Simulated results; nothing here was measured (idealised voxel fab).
process module | voxel capacitor over wiring
cross-section cut | 295 nm wide | cells 5 nm
A cross-section is a grid of square cells, given in bands from the top down. A band is one or more rows of cells.
Each band's line starts with the height of the band's top and of its bottom, in nm. Then come its materials from left to right, each with its width in nm. One material with "throughout" fills the band from edge to edge. "air" is empty space.
Height 0 is the level under which the wafer as received is all one material. The lowest band goes on downwards, as in "0 down".
A width such as "30 to 40" changes by the same amount from each row of cells to the next, from the band's top row to its bottom row.
"no change" after a step means that no cell of the cross-section changed.
closed voids: empty space of 8 cells or more with no open way to the top, each as width x height at its distance from the left edge, in nm
after a step's settings: what the simulator itself notes on the step
overlay nm, on a step with a mask: how far to the right of its planned place the mask lay; to the left if negative
plan
1 op RECEIVE | material Si
2 op CONFORMAL_DEP | material SiO2 | thk nm 15
3 op CONFORMAL_DEP | material SiCN | thk nm 5
4 op DIRECTIONAL_DEP | material lowk | thk nm 15
5 op DIRECTIONAL_DEP | material aC | thk nm 10
6 op PATTERN | tone open | mask id METAL_1 | material resist | width nm 20 | pitch nm 85 | thk nm 30 | overlay nm 0
7 op DIRECTIONAL_ETCH | etch materials aC | depth nm 10
8 op STRIP | etch materials resist
9 op DIRECTIONAL_ETCH | etch materials lowk | depth nm 15
10 op DIRECTIONAL_ETCH | etch materials SiCN | depth nm 5
11 op STRIP | etch materials aC
12 op CONFORMAL_DEP | material TiN | thk nm 5
13 op FILL_DEP | material Cu | thk nm 10
14 op CMP | height nm 35
15 op CONFORMAL_DEP | material SiCN | thk nm 5
16 op DIRECTIONAL_DEP | material SiO2 | thk nm 20
17 op PATTERN | tone open | mask id PLUG_1 | material resist | width nm 15 | thk nm 20 | overlay nm 0
18 op DIRECTIONAL_ETCH | etch materials SiO2 | depth nm 20
19 op DIRECTIONAL_ETCH | etch materials SiCN | depth nm 5
20 op STRIP | etch materials resist
21 op EPI | material Ru | thk nm 10
22 op EPI | material Ru | thk nm 10
23 op EPI | material Ru | thk nm 5
24 op DIRECTIONAL_DEP | material TiN | thk nm 5
25 op DIRECTIONAL_DEP | material HfO2 | thk nm 5
26 op DIRECTIONAL_DEP | material TiN | thk nm 5
27 op DIRECTIONAL_DEP | material aC | thk nm 15
28 op PATTERN | tone cover | mask id UPPER_PLATE | material resist | width nm 70 | thk nm 35 | overlay nm 0
29 op DIRECTIONAL_ETCH | etch materials aC | depth nm 15
30 op STRIP | etch materials resist
31 op DIRECTIONAL_ETCH | etch materials TiN | depth nm 5
32 op DIRECTIONAL_ETCH | etch materials HfO2 | depth nm 5
33 op STRIP | etch materials aC
34 op DIRECTIONAL_DEP | material aC | thk nm 15
35 op PATTERN | tone cover | mask id LOWER_PLATE | material resist | width nm 80 | thk nm 35 | overlay nm 0
36 op DIRECTIONAL_ETCH | etch materials aC | depth nm 15
37 op STRIP | etch materials resist
38 op DIRECTIONAL_ETCH | etch materials TiN | depth nm 5
39 op STRIP | etch materials aC
40 op FILL_DEP | material SiO2 | thk nm 20
41 op CMP | height nm 90
42 op DIRECTIONAL_DEP | material aC | thk nm 15
43 op PATTERN | tone open | mask id PLUG_2 | material resist | width nm 15 | thk nm 35 | overlay nm 0
44 op DIRECTIONAL_ETCH | etch materials aC | depth nm 15
45 op STRIP | etch materials resist
46 op DIRECTIONAL_ETCH | etch materials SiO2 | depth nm 15
47 op STRIP | etch materials aC
48 op CONFORMAL_DEP | material TiN | thk nm 5
49 op FILL_DEP | material Cu | thk nm 10
50 op CMP | height nm 90
51 op CONFORMAL_DEP | material SiCN | thk nm 5
varied across the wafers: thk nm of step 12. The plan shows the first wafer's value. All wafers start alike
first wafer as received, after step 1
  0 down: Si throughout
  closed voids: none
first wafer at the end, after step 51
  95 to 90: SiCN throughout
  90 to 80: SiO2 110 | TiN 5 | Cu 5 | TiN 5 | SiO2 170
  80 to 70: SiO2 110 to 100 | TiN 15 to 70 | SiO2 170 to 125
  70 to 65: SiO2 100 | HfO2 70 | SiO2 125
  65 to 60: SiO2 95 | TiN 80 | SiO2 120
  60 to 40: SiO2 100 | Ru 15 | SiO2 180
  40 to 35: SiCN 100 | Ru 15 | SiCN 180
  35 to 20: lowk 95 | TiN 5 | Cu 10 | TiN 5 | lowk 65 | TiN 5 | Cu 10 | TiN 5 | lowk 95
  20 to 15: SiCN 95 | TiN 20 | SiCN 65 | TiN 20 | SiCN 95
  15 to 0: SiO2 throughout
  0 down: Si throughout
  closed voids: none
last wafer at the end
  95 to 90: SiCN throughout
  90 to 80: SiO2 110 | TiN 5 | Cu 5 | TiN 5 | SiO2 170
  80 to 70: SiO2 110 to 100 | TiN 15 to 70 | SiO2 170 to 125
  70 to 65: SiO2 100 | HfO2 70 | SiO2 125
  65 to 60: SiO2 95 | TiN 80 | SiO2 120
  60 to 40: SiO2 100 | Ru 15 | SiO2 180
  40 to 35: SiCN 100 | Ru 15 | SiCN 180
  35 to 20: lowk 95 | TiN 20 | lowk 65 | TiN 20 | lowk 95
  20 to 15: SiCN 95 | TiN 20 | SiCN 65 | TiN 20 | SiCN 95
  15 to 0: SiO2 throughout
  0 down: Si throughout
  closed voids: none
each wafer at the end: cells of each material gained (+) or lost (-) since it was received, then its closed voids
thk nm 5 | +14 Cu | +14 HfO2 | +15 Ru | +166 SiCN | +702 SiO2 | +57 TiN | +153 lowk | closed voids: none
thk nm 10 | +2 Cu | +14 HfO2 | +15 Ru | +166 SiCN | +702 SiO2 | +69 TiN | +153 lowk | closed voids: none
thk nm 15 | +2 Cu | +14 HfO2 | +15 Ru | +166 SiCN | +702 SiO2 | +69 TiN | +153 lowk | closed voids: none
thk nm 20 | +2 Cu | +14 HfO2 | +15 Ru | +166 SiCN | +702 SiO2 | +69 TiN | +153 lowk | closed voids: none
